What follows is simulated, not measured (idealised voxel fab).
Documented hereafter: the process module known as voxel capacitor over wiring.
Cross-sectional view cut (width: 270 nm; square cell size: 5 nm).
A cross-section is written here as square cells arranged in a grid, and it is given in bands from the top down, each band taking up one or more rows of cells.
Band: top height; bottom height; in nm. Then, left to right: material with width in nm, for each material. "edge to edge": a single material spanning edge to edge. "empty": empty space.
The reference from which all heights are counted is 0, the level beneath which the as-received wafer is entirely one material; the lowest band, having no lower bound, proceeds downward and is written after the example "0 -> down".
You'd read "30..40" like this: the band's top row of cells is as wide as the first number, its bottom row is as wide as the second, and going down, every row changes width by the same amount as the row before did.
Where the words "remained the same" appear for a step, the cross-section shows no cell changed by that step; every cell remained as before.
"Enclosed void listing" lists enclosed empty spaces (at least 8 cells, no open path upward to the top), each as width x height at distance from the left edge, in nm.
Where a step's line continues beyond its settings, the continuation is a remark by the simulator itself on that step.
The "overlay nm" setting may appear on a step's line; for a step that uses a mask, it gives how far to the right of its planned position the mask lay, and a negative value indicates the left.
Before/after cross-section pairs, one process step each; after shown to lowest changed band; step and settings beneath. Pairs may be from different runs of this module on the same starting wafer; a pair continues from the one above only where its "Prior to processing" entry says so.
Prior to processing
	125 -> 105: 95 nm empty; 55 nm resist; 120 nm empty
	105 -> 90: 95 nm empty; 55 nm aC; 120 nm empty
	90 -> 75: TiN edge to edge
	75 -> 70: Al2O3 edge to edge
	70 -> 50: 95 nm lowk; 15 nm Ru; 160 nm lowk
	50 -> 45: 95 nm SiCN; 15 nm Ru; 160 nm SiCN
	45 -> 40: 75 nm SiCN; 40 nm Ru; 40 nm SiCN; 40 nm Ru; 75 nm SiCN
	40 -> 20: 80 nm SiO2; 5 nm TiN; 20 nm Cu; 5 nm TiN; 50 nm SiO2; 5 nm TiN; 20 nm Cu; 5 nm TiN; 80 nm SiO2
	20 -> 15: 80 nm SiCN; 30 nm TiN; 50 nm SiCN; 30 nm TiN; 80 nm SiCN
	15 -> 0: SiO2 edge to edge
	0 -> down: Si edge to edge
	Enclosed void listing: none
Step Outcome
	105 -> 90: 95 nm empty; 55 nm aC; 120 nm empty
	Below 90, no change.
	Enclosed void listing: none
Which step turns the before cross-section above into the after cross-section? STRIP, etch materials resist
Prior to processing: equal to the after panel directly above.
Step Outcome
	105 -> 90: 95 nm empty; 55 nm aC; 120 nm empty
	90 -> 80: 95 nm empty; 55 nm TiN; 120 nm empty
	Below 80, no change.
	Enclosed void listing: none
Which step turns the before cross-section above into the after cross-section? DIRECTIONAL_ETCH, etch materials TiN, depth nm 10
Prior to processing: equal to the after panel directly above.
Step Outcome
	90 -> 80: 95 nm empty; 55 nm TiN; 120 nm empty
	Below 80, no change.
	Enclosed void listing: none
Which step turns the before cross-section above into the after cross-section? STRIP, etch materials aC
Prior to processing: equal to the after panel directly above.
Step Outcome
	90 -> 80: 95 nm empty; 55 nm TiN; 120 nm empty
	80 -> 75: 90 nm empty; 65 nm TiN; 115 nm empty
	Below 75, no change.
	Enclosed void listing: none
Which step turns the before cross-section above into the after cross-section? MASKED_ETCH, tone cover, mask id LOWER_PLATE, width nm 65, etch materials TiN, depth nm 5, overlay nm 0
Prior to processing: equal to the after panel directly above.
Step Outcome
	110 -> 90: SiO2 edge to edge
	90 -> 80: 95 nm SiO2; 55 nm TiN; 120 nm SiO2
	80 -> 75: 90 nm SiO2; 65 nm TiN; 115 nm SiO2
	Below 75, no change.
	Enclosed void listing: none
Which step turns the before cross-section above into the after cross-section? FILL_DEP, material SiO2, thk nm 20
Prior to processing: equal to the after panel directly above.
Step Outcome
	105 -> 90: SiO2 edge to edge
	Below 90, no change.
	Enclosed void listing: none
Which step turns the before cross-section above into the after cross-section? CMP, height nm 105
Prior to processing: equal to the after panel directly above.
Step Outcome
	120 -> 105: 105 nm resist; 15 nm empty; 150 nm resist
	Below 105, no change.
	Enclosed void listing: none
Which step turns the before cross-section above into the after cross-section? PATTERN, tone open, mask id PLUG_2, material resist, width nm 15, thk nm 15, overlay nm 0
Prior to processing: equal to the after panel directly above.
Step Outcome
	120 -> 105: 105 nm resist; 15 nm empty; 150 nm resist
	105 -> 90: 105 nm SiO2; 15 nm empty; 150 nm SiO2
	Below 90, no change.
	Enclosed void listing: none
Which step turns the before cross-section above into the after cross-section? DIRECTIONAL_ETCH, etch materials SiO2, depth nm 15
Prior to processing: equal to the after panel directly above.
Step Outcome
	105 -> 90: 105 nm SiO2; 15 nm empty; 150 nm SiO2
	Below 90, no change.
	Enclosed void listing: none
Which step turns the before cross-section above into the after cross-section? STRIP, etch materials resist
Prior to processing: equal to the after panel directly above.
Step Outcome
	110 -> 105: 110 nm TiN; 5 nm empty; 155 nm TiN
	105 -> 95: 105 nm SiO2; 5 nm TiN; 5 nm empty; 5 nm TiN; 150 nm SiO2
	95 -> 90: 105 nm SiO2; 15 nm TiN; 150 nm SiO2
	Below 90, no change.
	Enclosed void listing: none
Which step turns the before cross-section above into the after cross-section? CONFORMAL_DEP, material TiN, thk nm 5
Prior to processing: equal to the after panel directly above.
Step Outcome
	120 -> 110: W edge to edge
	110 -> 105: 110 nm TiN; 5 nm W; 155 nm TiN
	105 -> 95: 105 nm SiO2; 5 nm TiN; 5 nm W; 5 nm TiN; 150 nm SiO2
	Below 95, no change.
	Enclosed void listing: none
Which step turns the before cross-section above into the after cross-section? FILL_DEP, material W, thk nm 10
Prior to processing: equal to the after panel directly above.
Step Outcome
	105 -> 95: 105 nm SiO2; 5 nm TiN; 5 nm W; 5 nm TiN; 150 nm SiO2
	Below 95, no change.
	Enclosed void listing: none
Which step turns the before cross-section above into the after cross-section? CMP, height nm 105
Prior to processing: equal to the after panel directly above.
Step Outcome
	110 -> 105: SiN edge to edge
	Below 105, no change.
	Enclosed void listing: none
Which step turns the before cross-section above into the after cross-section? CONFORMAL_DEP, material SiN, thk nm 5
Prior to processing
	0 -> down: Si edge to edge
	Enclosed void listing: none
Step Outcome
	25 -> 0: SiO2 edge to edge
	Below 0, no change.
	Enclosed void listing: none
Which step turns the before cross-section above into the after cross-section? CONFORMAL_DEP, material SiO2, thk nm 25
Prior to processing: equal to the after panel directly above.
Step Outcome
	30 -> 25: SiCN edge to edge
	Below 25, no change.
	Enclosed void listing: none
Which step turns the before cross-section above into the after cross-section? CONFORMAL_DEP, material SiCN, thk nm 5
Prior to processing: equal to the after panel directly above.
Step Outcome
	50 -> 30: SiO2 edge to edge
	Below 30, no change.
	Enclosed void listing: none
Which step turns the before cross-section above into the after cross-section? DIRECTIONAL_DEP, material SiO2, thk nm 20
Prior to processing: equal to the after panel directly above.
Step Outcome
	70 -> 50: 80 nm resist; 30 nm empty; 50 nm resist; 30 nm empty; 80 nm resist
	Below 50, no change.
	Enclosed void listing: none
Which step turns the before cross-section above into the after cross-section? PATTERN, tone open, mask id METAL_1, material resist, width nm 30, pitch nm 80, thk nm 20, overlay nm 0
Prior to processing: equal to the after panel directly above.
Step Outcome
	70 -> 50: 80 nm resist; 30 nm empty; 50 nm resist; 30 nm empty; 80 nm resist
	50 -> 30: 80 nm SiO2; 30 nm empty; 50 nm SiO2; 30 nm empty; 80 nm SiO2
	Below 30, no change.
	Enclosed void listing: none
Which step turns the before cross-section above into the after cross-section? DIRECTIONAL_ETCH, etch materials SiO2, depth nm 20
Prior to processing: equal to the after panel directly above.
Step Outcome
	70 -> 50: 80 nm resist; 30 nm empty; 50 nm resist; 30 nm empty; 80 nm resist
	50 -> 30: 80 nm SiO2; 30 nm empty; 50 nm SiO2; 30 nm empty; 80 nm SiO2
	30 -> 25: 80 nm SiCN; 30 nm empty; 50 nm SiCN; 30 nm empty; 80 nm SiCN
	Below 25, no change.
	Enclosed void listing: none
Which step turns the before cross-section above into the after cross-section? DIRECTIONAL_ETCH, etch materials SiCN, depth nm 5
Prior to processing: equal to the after panel directly above.
Step Outcome
	50 -> 30: 80 nm SiO2; 30 nm empty; 50 nm SiO2; 30 nm empty; 80 nm SiO2
	Below 30, no change.
	Enclosed void listing: none
Which step turns the before cross-section above into the after cross-section? STRIP, etch materials resist
Prior to processing: equal to the after panel directly above.
Step Outcome
	55 -> 50: 85 nm TiN; 20 nm empty; 60 nm TiN; 20 nm empty; 85 nm TiN
	50 -> 30: 80 nm SiO2; 5 nm TiN; 20 nm empty; 5 nm TiN; 50 nm SiO2; 5 nm TiN; 20 nm empty; 5 nm TiN; 80 nm SiO2
	30 -> 25: 80 nm SiCN; 30 nm TiN; 50 nm SiCN; 30 nm TiN; 80 nm SiCN
	Below 25, no change.
	Enclosed void listing: none
Which step turns the before cross-section above into the after cross-section? CONFORMAL_DEP, material TiN, thk nm 5
Prior to processing: equal to the after panel directly above.
Step Outcome
	60 -> 55: Cu edge to edge
	55 -> 50: 85 nm TiN; 20 nm Cu; 60 nm TiN; 20 nm Cu; 85 nm TiN
	50 -> 30: 80 nm SiO2; 5 nm TiN; 20 nm Cu; 5 nm TiN; 50 nm SiO2; 5 nm TiN; 20 nm Cu; 5 nm TiN; 80 nm SiO2
	Below 30, no change.
	Enclosed void listing: none
Which step turns the before cross-section above into the after cross-section? FILL_DEP, material Cu, thk nm 5
Prior to processing: equal to the after panel directly above.
Step Outcome
	40 -> 30: 80 nm SiO2; 5 nm TiN; 20 nm Cu; 5 nm TiN; 50 nm SiO2; 5 nm TiN; 20 nm Cu; 5 nm TiN; 80 nm SiO2
	Below 30, no change.
	Enclosed void listing: none
Which step turns the before cross-section above into the after cross-section? CMP, height nm 40
Prior to processing: equal to the after panel directly above.
Step Outcome
	45 -> 40: 75 nm empty; 40 nm Ru; 40 nm empty; 40 nm Ru; 75 nm empty
	Below 40, no change.
	Enclosed void listing: none
Which step turns the before cross-section above into the after cross-section? EPI, material Ru, thk nm 5
Prior to processing: equal to the after panel directly above.
Step Outcome
	50 -> 45: SiCN edge to edge
	45 -> 40: 75 nm SiCN; 40 nm Ru; 40 nm SiCN; 40 nm Ru; 75 nm SiCN
	Below 40, no change.
	Enclosed void listing: none
Which step turns the before cross-section above into the after cross-section? FILL_DEP, material SiCN, thk nm 5
Prior to processing: equal to the after panel directly above.
Step Outcome
	70 -> 50: lowk edge to edge
	Below 50, no change.
	Enclosed void listing: none
Which step turns the before cross-section above into the after cross-section? DIRECTIONAL_DEP, material lowk, thk nm 20
Prior to processing: equal to the after panel directly above.
Step Outcome
	85 -> 70: 95 nm resist; 15 nm empty; 160 nm resist
	Below 70, no change.
	Enclosed void listing: none
Which step turns the before cross-section above into the after cross-section? PATTERN, tone open, mask id PLUG_1, material resist, width nm 15, thk nm 15, overlay nm 0
Prior to processing: equal to the after panel directly above.
Step Outcome
	85 -> 70: 95 nm resist; 15 nm empty; 160 nm resist
	70 -> 50: 95 nm lowk; 15 nm empty; 160 nm lowk
	Below 50, no change.
	Enclosed void listing: none
Which step turns the before cross-section above into the after cross-section? DIRECTIONAL_ETCH, etch materials lowk, depth nm 20
Prior to processing: equal to the after panel directly above.
Step Outcome
	85 -> 70: 95 nm resist; 15 nm empty; 160 nm resist
	70 -> 50: 95 nm lowk; 15 nm empty; 160 nm lowk
	50 -> 45: 95 nm SiCN; 15 nm empty; 160 nm SiCN
	Below 45, no change.
	Enclosed void listing: none
Which step turns the before cross-section above into the after cross-section? DIRECTIONAL_ETCH, etch materials SiCN, depth nm 5
Prior to processing: equal to the after panel directly above.
Step Outcome
	70 -> 50: 95 nm lowk; 15 nm empty; 160 nm lowk
	Below 50, no change.
	Enclosed void listing: none
Which step turns the before cross-section above into the after cross-section? STRIP, etch materials resist
Prior to processing: equal to the after panel directly above.
Step Outcome
	70 -> 55: 95 nm lowk; 15 nm empty; 160 nm lowk
	55 -> 50: 95 nm lowk; 15 nm Ru; 160 nm lowk
	50 -> 45: 95 nm SiCN; 15 nm Ru; 160 nm SiCN
	Below 45, no change.
	Enclosed void listing: none
Which step turns the before cross-section above into the after cross-section? EPI, material Ru, thk nm 10
Prior to processing: equal to the after panel directly above.
Step Outcome
	70 -> 65: 95 nm lowk; 15 nm empty; 160 nm lowk
	65 -> 50: 95 nm lowk; 15 nm Ru; 160 nm lowk
	Below 50, no change.
	Enclosed void listing: none
Which step turns the before cross-section above into the after cross-section? EPI, material Ru, thk nm 10
Prior to processing: equal to the after panel directly above.
Step Outcome
	70 -> 50: 95 nm lowk; 15 nm Ru; 160 nm lowk
	Below 50, no change.
	Enclosed void listing: none
Which step turns the before cross-section above into the after cross-section? EPI, material Ru, thk nm 5
Prior to processing: equal to the after panel directly above.
Step Outcome
	75 -> 70: TiN edge to edge
	Below 70, no change.
	Enclosed void listing: none
Which step turns the before cross-section above into the after cross-section? DIRECTIONAL_DEP, material TiN, thk nm 5
Prior to processing: equal to the after panel directly above.
Step Outcome
	80 -> 75: Al2O3 edge to edge
	Below 75, no change.
	Enclosed void listing: none
Which step turns the before cross-section above into the after cross-section? DIRECTIONAL_DEP, material Al2O3, thk nm 5
Prior to processing: equal to the after panel directly above.
Step Outcome
	90 -> 80: TiN edge to edge
	Below 80, no change.
	Enclosed void listing: none
Which step turns the before cross-section above into the after cross-section? DIRECTIONAL_DEP, material TiN, thk nm 10
Prior to processing: equal to the after panel directly above.
Step Outcome
	105 -> 90: aC edge to edge
	Below 90, no change.
	Enclosed void listing: none
Which step turns the before cross-section above into the after cross-section? DIRECTIONAL_DEP, material aC, thk nm 15
Prior to processing: equal to the after panel directly above.
Step Outcome
	140 -> 105: 95 nm empty; 55 nm resist; 120 nm empty
	Below 105, no change.
	Enclosed void listing: none
Which step turns the before cross-section above into the after cross-section? PATTERN, tone cover, mask id UPPER_PLATE, material resist, width nm 55, thk nm 35, overlay nm 0
Prior to processing: equal to the after panel directly above.
Step Outcome
	125 -> 105: 95 nm empty; 55 nm resist; 120 nm empty
	105 -> 90: 95 nm empty; 55 nm aC; 120 nm empty
	Below 90, no change.
	Enclosed void listing: none
Which step turns the before cross-section above into the after cross-section? DIRECTIONAL_ETCH, etch materials aC, depth nm 15
Prior to processing: equal to the after panel directly above.
Step Outcome
	105 -> 90: 95 nm empty; 55 nm aC; 120 nm empty
	Below 90, no change.
	Enclosed void listing: none
Which step turns the before cross-section above into the after cross-section? STRIP, etch materials resist
Prior to processing: equal to the after panel directly above.
Step Outcome
	105 -> 90: 95 nm empty; 55 nm aC; 120 nm empty
	90 -> 80: 95 nm empty; 55 nm TiN; 120 nm empty
	Below 80, no change.
	Enclosed void listing: none
Which step turns the before cross-section above into the after cross-section? DIRECTIONAL_ETCH, etch materials TiN, depth nm 10
Prior to processing: equal to the after panel directly above.
Step Outcome
	105 -> 90: 95 nm empty; 55 nm aC; 120 nm empty
	90 -> 80: 95 nm empty; 55 nm TiN; 120 nm empty
	80 -> 75: 95 nm empty; 55 nm Al2O3; 120 nm empty
	Below 75, no change.
	Enclosed void listing: none
Which step turns the before cross-section above into the after cross-section? DIRECTIONAL_ETCH, etch materials Al2O3, depth nm 5
Prior to processing: equal to the after panel directly above.
Step Outcome
	90 -> 80: 95 nm empty; 55 nm TiN; 120 nm empty
	Below 80, no change.
	Enclosed void listing: none
Which step turns the before cross-section above into the after cross-section? STRIP, etch materials aC
Prior to processing: equal to the after panel directly above.
Step Outcome
	90 -> 80: 95 nm empty; 55 nm TiN; 120 nm empty
	80 -> 75: 95 nm empty; 55 nm Al2O3; 120 nm empty
	75 -> 70: 90 nm empty; 65 nm TiN; 115 nm empty
	Below 70, no change.
	Enclosed void listing: none
Which step turns the before cross-section above into the after cross-section? MASKED_ETCH, tone cover, mask id LOWER_PLATE, width nm 65, etch materials TiN, depth nm 5, overlay nm 0
Prior to processing: equal to the after panel directly above.
Step Outcome
	110 -> 90: SiO2 edge to edge
	90 -> 80: 95 nm SiO2; 55 nm TiN; 120 nm SiO2
	80 -> 75: 95 nm SiO2; 55 nm Al2O3; 120 nm SiO2
	75 -> 70: 90 nm SiO2; 65 nm TiN; 115 nm SiO2
	Below 70, no change.
	Enclosed void listing: none
Which step turns the before cross-section above into the after cross-section? FILL_DEP, material SiO2, thk nm 20
Prior to processing: equal to the after panel directly above.
Step Outcome
	105 -> 90: SiO2 edge to edge
	Below 90, no change.
	Enclosed void listing: none
Which step turns the before cross-section above into the after cross-section? CMP, height nm 105
Prior to processing: equal to the after panel directly above.
Step Outcome
	120 -> 105: 105 nm resist; 15 nm empty; 150 nm resist
	Below 105, no change.
	Enclosed void listing: none
Which step turns the before cross-section above into the after cross-section? PATTERN, tone open, mask id PLUG_2, material resist, width nm 15, thk nm 15, overlay nm 0
Prior to processing: equal to the after panel directly above.
Step Outcome
	120 -> 105: 105 nm resist; 15 nm empty; 150 nm resist
	105 -> 90: 105 nm SiO2; 15 nm empty; 150 nm SiO2
	Below 90, no change.
	Enclosed void listing: none
Which step turns the before cross-section above into the after cross-section? DIRECTIONAL_ETCH, etch materials SiO2, depth nm 15
Prior to processing: equal to the after panel directly above.
Step Outcome
	105 -> 90: 105 nm SiO2; 15 nm empty; 150 nm SiO2
	Below 90, no change.
	Enclosed void listing: none
Which step turns the before cross-section above into the after cross-section? STRIP, etch materials resist
Prior to processing: equal to the after panel directly above.
Step Outcome
	110 -> 105: 110 nm TiN; 5 nm empty; 155 nm TiN
	105 -> 95: 105 nm SiO2; 5 nm TiN; 5 nm empty; 5 nm TiN; 150 nm SiO2
	95 -> 90: 105 nm SiO2; 15 nm TiN; 150 nm SiO2
	Below 90, no change.
	Enclosed void listing: none
Which step turns the before cross-section above into the after cross-section? CONFORMAL_DEP, material TiN, thk nm 5
Prior to processing: equal to the after panel directly above.
Step Outcome
	120 -> 110: W edge to edge
	110 -> 105: 110 nm TiN; 5 nm W; 155 nm TiN
	105 -> 95: 105 nm SiO2; 5 nm TiN; 5 nm W; 5 nm TiN; 150 nm SiO2
	Below 95, no change.
	Enclosed void listing: none
Which step turns the before cross-section above into the after cross-section? FILL_DEP, material W, thk nm 10
Prior to processing: equal to the after panel directly above.
Step Outcome
	105 -> 95: 105 nm SiO2; 5 nm TiN; 5 nm W; 5 nm TiN; 150 nm SiO2
	Below 95, no change.
	Enclosed void listing: none
Which step turns the before cross-section above into the after cross-section? CMP, height nm 105
Prior to processing: equal to the after panel directly above.
Step Outcome
	110 -> 105: SiN edge to edge
	Below 105, no change.
	Enclosed void listing: none
Which step turns the before cross-section above into the after cross-section? CONFORMAL_DEP, material SiN, thk nm 5
Prior to processing
	105 -> 90: SiO2 edge to edge
	90 -> 80: 95 nm SiO2; 55 nm TiN; 120 nm SiO2
	80 -> 75: 95 nm SiO2; 55 nm Al2O3; 120 nm SiO2
	75 -> 70: 90 nm SiO2; 65 nm TiN; 115 nm SiO2
	70 -> 50: 95 nm lowk; 15 nm Ru; 160 nm lowk
	50 -> 45: 95 nm SiCN; 15 nm Ru; 160 nm SiCN
	45 -> 40: 75 nm SiCN; 40 nm Ru; 40 nm SiCN; 40 nm Ru; 75 nm SiCN
	40 -> 20: 80 nm SiO2; 5 nm TiN; 20 nm Cu; 5 nm TiN; 50 nm SiO2; 5 nm TiN; 20 nm Cu; 5 nm TiN; 80 nm SiO2
	20 -> 15: 80 nm SiCN; 30 nm TiN; 50 nm SiCN; 30 nm TiN; 80 nm SiCN
	15 -> 0: SiO2 edge to edge
	0 -> down: Si edge to edge
	Enclosed void listing: none
Step Outcome
	120 -> 105: 100 nm resist; 25 nm empty; 145 nm resist
	Below 105, no change.
	Enclosed void listing: none
Which step turns the before cross-section above into the after cross-section? PATTERN, tone open, mask id PLUG_2, material resist, width nm 25, thk nm 15, overlay nm 0
Prior to processing: equal to the after panel directly above.
Step Outcome
	120 -> 105: 100 nm resist; 25 nm empty; 145 nm resist
	105 -> 90: 100 nm SiO2; 25 nm empty; 145 nm SiO2
	Below 90, no change.
	Enclosed void listing: none
Which step turns the before cross-section above into the after cross-section? DIRECTIONAL_ETCH, etch materials SiO2, depth nm 15
Prior to processing: equal to the after panel directly above.
Step Outcome
	105 -> 90: 100 nm SiO2; 25 nm empty; 145 nm SiO2
	Below 90, no change.
	Enclosed void listing: none
Which step turns the before cross-section above into the after cross-section? STRIP, etch materials resist
Prior to processing: equal to the after panel directly above.
Step Outcome
	110 -> 105: 105 nm TiN; 15 nm empty; 150 nm TiN
	105 -> 95: 100 nm SiO2; 5 nm TiN; 15 nm empty; 5 nm TiN; 145 nm SiO2
	95 -> 90: 100 nm SiO2; 25 nm TiN; 145 nm SiO2
	Below 90, no change.
	Enclosed void listing: none
Which step turns the before cross-section above into the after cross-section? CONFORMAL_DEP, material TiN, thk nm 5
Prior to processing: equal to the after panel directly above.
Step Outcome
	120 -> 110: W edge to edge
	110 -> 105: 105 nm TiN; 15 nm W; 150 nm TiN
	105 -> 95: 100 nm SiO2; 5 nm TiN; 15 nm W; 5 nm TiN; 145 nm SiO2
	Below 95, no change.
	Enclosed void listing: none
Which step turns the before cross-section above into the after cross-section? FILL_DEP, material W, thk nm 10
Prior to processing: equal to the after panel directly above.
Step Outcome
	105 -> 95: 100 nm SiO2; 5 nm TiN; 15 nm W; 5 nm TiN; 145 nm SiO2
	Below 95, no change.
	Enclosed void listing: none
Which step turns the before cross-section above into the after cross-section? CMP, height nm 105
Prior to processing: equal to the after panel directly above.
Step Outcome
	110 -> 105: SiN edge to edge
	Below 105, no change.
	Enclosed void listing: none
Which step turns the before cross-section above into the after cross-section? CONFORMAL_DEP, material SiN, thk nm 5
Prior to processing
	105 -> 90: aC edge to edge
	90 -> 80: TiN edge to edge
	80 -> 75: Al2O3 edge to edge
	75 -> 70: TiN edge to edge
	70 -> 50: 95 nm lowk; 15 nm Ru; 160 nm lowk
	50 -> 45: 95 nm SiCN; 15 nm Ru; 160 nm SiCN
	45 -> 40: 75 nm SiCN; 40 nm Ru; 40 nm SiCN; 40 nm Ru; 75 nm SiCN
	40 -> 20: 80 nm SiO2; 5 nm TiN; 20 nm Cu; 5 nm TiN; 50 nm SiO2; 5 nm TiN; 20 nm Cu; 5 nm TiN; 80 nm SiO2
	20 -> 15: 80 nm SiCN; 30 nm TiN; 50 nm SiCN; 30 nm TiN; 80 nm SiCN
	15 -> 0: SiO2 edge to edge
	0 -> down: Si edge to edge
	Enclosed void listing: none
Step Outcome
	140 -> 105: 90 nm empty; 55 nm resist; 125 nm empty
	Below 105, no change.
	Enclosed void listing: none
Which step turns the before cross-section above into the after cross-section? PATTERN, tone cover, mask id UPPER_PLATE, material resist, width nm 55, thk nm 35, overlay nm -5
Prior to processing: equal to the after panel directly above.
Step Outcome
	125 -> 105: 90 nm empty; 55 nm resist; 125 nm empty
	105 -> 90: 90 nm empty; 55 nm aC; 125 nm empty
	Below 90, no change.
	Enclosed void listing: none
Which step turns the before cross-section above into the after cross-section? DIRECTIONAL_ETCH, etch materials aC, depth nm 15
Prior to processing: equal to the after panel directly above.
Step Outcome
	105 -> 90: 90 nm empty; 55 nm aC; 125 nm empty
	Below 90, no change.
	Enclosed void listing: none
Which step turns the before cross-section above into the after cross-section? STRIP, etch materials resist
Prior to processing: equal to the after panel directly above.
Step Outcome
	105 -> 90: 90 nm empty; 55 nm aC; 125 nm empty
	90 -> 80: 90 nm empty; 55 nm TiN; 125 nm empty
	Below 80, no change.
	Enclosed void listing: none
Which step turns the before cross-section above into the after cross-section? DIRECTIONAL_ETCH, etch materials TiN, depth nm 10
Prior to processing: equal to the after panel directly above.
Step Outcome
	105 -> 90: 90 nm empty; 55 nm aC; 125 nm empty
	90 -> 80: 90 nm empty; 55 nm TiN; 125 nm empty
	80 -> 75: 90 nm empty; 55 nm Al2O3; 125 nm empty
	Below 75, no change.
	Enclosed void listing: none
Which step turns the before cross-section above into the after cross-section? DIRECTIONAL_ETCH, etch materials Al2O3, depth nm 5
Prior to processing: equal to the after panel directly above.
Step Outcome
	90 -> 80: 90 nm empty; 55 nm TiN; 125 nm empty
	Below 80, no change.
	Enclosed void listing: none
Which step turns the before cross-section above into the after cross-section? STRIP, etch materials aC
Prior to processing: equal to the after panel directly above.
Step Outcome
	90 -> 80: 90 nm empty; 55 nm TiN; 125 nm empty
	80 -> 75: 90 nm empty; 55 nm Al2O3; 125 nm empty
	75 -> 70: 90 nm empty; 65 nm TiN; 115 nm empty
	Below 70, no change.
	Enclosed void listing: none
Which step turns the before cross-section above into the after cross-section? MASKED_ETCH, tone cover, mask id LOWER_PLATE, width nm 65, etch materials TiN, depth nm 5, overlay nm 0
Prior to processing: equal to the after panel directly above.
Step Outcome
	110 -> 90: SiO2 edge to edge
	90 -> 80: 90 nm SiO2; 55 nm TiN; 125 nm SiO2
	80 -> 75: 90 nm SiO2; 55 nm Al2O3; 125 nm SiO2
	75 -> 70: 90 nm SiO2; 65 nm TiN; 115 nm SiO2
	Below 70, no change.
	Enclosed void listing: none
Which step turns the before cross-section above into the after cross-section? FILL_DEP, material SiO2, thk nm 20
Prior to processing: equal to the after panel directly above.
Step Outcome
	105 -> 90: SiO2 edge to edge
	Below 90, no change.
	Enclosed void listing: none
Which step turns the before cross-section above into the after cross-section? CMP, height nm 105
Prior to processing: equal to the after panel directly above.
Step Outcome
	120 -> 105: 105 nm resist; 15 nm empty; 150 nm resist
	Below 105, no change.
	Enclosed void listing: none
Which step turns the before cross-section above into the after cross-section? PATTERN, tone open, mask id PLUG_2, material resist, width nm 15, thk nm 15, overlay nm 0
Prior to processing: equal to the after panel directly above.
Step Outcome
	120 -> 105: 105 nm resist; 15 nm empty; 150 nm resist
	105 -> 90: 105 nm SiO2; 15 nm empty; 150 nm SiO2
	Below 90, no change.
	Enclosed void listing: none
Which step turns the before cross-section above into the after cross-section? DIRECTIONAL_ETCH, etch materials SiO2, depth nm 15
Prior to processing: equal to the after panel directly above.
Step Outcome
	105 -> 90: 105 nm SiO2; 15 nm empty; 150 nm SiO2
	Below 90, no change.
	Enclosed void listing: none
Which step turns the before cross-section above into the after cross-section? STRIP, etch materials resist
Prior to processing: equal to the after panel directly above.
Step Outcome
	110 -> 105: 110 nm TiN; 5 nm empty; 155 nm TiN
	105 -> 95: 105 nm SiO2; 5 nm TiN; 5 nm empty; 5 nm TiN; 150 nm SiO2
	95 -> 90: 105 nm SiO2; 15 nm TiN; 150 nm SiO2
	Below 90, no change.
	Enclosed void listing: none
Which step turns the before cross-section above into the after cross-section? CONFORMAL_DEP, material TiN, thk nm 5
Prior to processing: equal to the after panel directly above.
Step Outcome
	120 -> 110: W edge to edge
	110 -> 105: 110 nm TiN; 5 nm W; 155 nm TiN
	105 -> 95: 105 nm SiO2; 5 nm TiN; 5 nm W; 5 nm TiN; 150 nm SiO2
	Below 95, no change.
	Enclosed void listing: none
Which step turns the before cross-section above into the after cross-section? FILL_DEP, material W, thk nm 10
Prior to processing: equal to the after panel directly above.
Step Outcome
	105 -> 95: 105 nm SiO2; 5 nm TiN; 5 nm W; 5 nm TiN; 150 nm SiO2
	Below 95, no change.
	Enclosed void listing: none
Which step turns the before cross-section above into the after cross-section? CMP, height nm 105
Prior to processing: equal to the after panel directly above.
Step Outcome
	110 -> 105: SiN edge to edge
	Below 105, no change.
	Enclosed void listing: none
Which step turns the before cross-section above into the after cross-section? CONFORMAL_DEP, material SiN, thk nm 5
Prior to processing
	45 -> 40: 75 nm empty; 40 nm Ru; 40 nm empty; 40 nm Ru; 75 nm empty
	40 -> 20: 80 nm SiO2; 5 nm TiN; 20 nm Cu; 5 nm TiN; 50 nm SiO2; 5 nm TiN; 20 nm Cu; 5 nm TiN; 80 nm SiO2
	20 -> 15: 80 nm SiCN; 30 nm TiN; 50 nm SiCN; 30 nm TiN; 80 nm SiCN
	15 -> 0: SiO2 edge to edge
	0 -> down: Si edge to edge
	Enclosed void listing: none
Step Outcome
	50 -> 40: Ru edge to edge
	Below 40, no change.
	Enclosed void listing: none
Which step turns the before cross-section above into the after cross-section? FILL_DEP, material Ru, thk nm 5
Prior to processing: equal to the after panel directly above.
Step Outcome
	70 -> 50: lowk edge to edge
	Below 50, no change.
	Enclosed void listing: none
Which step turns the before cross-section above into the after cross-section? DIRECTIONAL_DEP, material lowk, thk nm 20
Prior to processing: equal to the after panel directly above.
Step Outcome
	85 -> 70: 95 nm resist; 15 nm empty; 160 nm resist
	Below 70, no change.
	Enclosed void listing: none
Which step turns the before cross-section above into the after cross-section? PATTERN, tone open, mask id PLUG_1, material resist, width nm 15, thk nm 15, overlay nm 0
Prior to processing: equal to the after panel directly above.
Step Outcome
	85 -> 70: 95 nm resist; 15 nm empty; 160 nm resist
	70 -> 50: 95 nm lowk; 15 nm empty; 160 nm lowk
	Below 50, no change.
	Enclosed void listing: none
Which step turns the before cross-section above into the after cross-section? DIRECTIONAL_ETCH, etch materials lowk, depth nm 20
Prior to processing: equal to the after panel directly above.
Step Outcome
	70 -> 50: 95 nm lowk; 15 nm empty; 160 nm lowk
	Below 50, no change.
	Enclosed void listing: none
Which step turns the before cross-section above into the after cross-section? STRIP, etch materials resist
Prior to processing: equal to the after panel directly above.
Step Outcome
	70 -> 60: 95 nm lowk; 15 nm empty; 160 nm lowk
	60 -> 50: 95 nm lowk; 15 nm Ru; 160 nm lowk
	Below 50, no change.
	Enclosed void listing: none
Which step turns the before cross-section above into the after cross-section? EPI, material Ru, thk nm 10
Prior to processing: equal to the after panel directly above.
Step Outcome
	70 -> 50: 95 nm lowk; 15 nm Ru; 160 nm lowk
	Below 50, no change.
	Enclosed void listing: none
Which step turns the before cross-section above into the after cross-section? EPI, material Ru, thk nm 10
Prior to processing: equal to the after panel directly above.
Step Outcome
	75 -> 70: 90 nm empty; 25 nm Ru; 155 nm empty
	Below 70, no change.
	Enclosed void listing: none
Which step turns the before cross-section above into the after cross-section? EPI, material Ru, thk nm 5
Prior to processing: equal to the after panel directly above.
Step Outcome
	80 -> 75: 90 nm empty; 25 nm TiN; 155 nm empty
	75 -> 70: 90 nm TiN; 25 nm Ru; 155 nm TiN
	Below 70, no change.
	Enclosed void listing: none
Which step turns the before cross-section above into the after cross-section? DIRECTIONAL_DEP, material TiN, thk nm 5
Prior to processing: equal to the after panel directly above.
Step Outcome
	85 -> 80: 90 nm empty; 25 nm Al2O3; 155 nm empty
	80 -> 75: 90 nm Al2O3; 25 nm TiN; 155 nm Al2O3
	Below 75, no change.
	Enclosed void listing: none
Which step turns the before cross-section above into the after cross-section? DIRECTIONAL_DEP, material Al2O3, thk nm 5
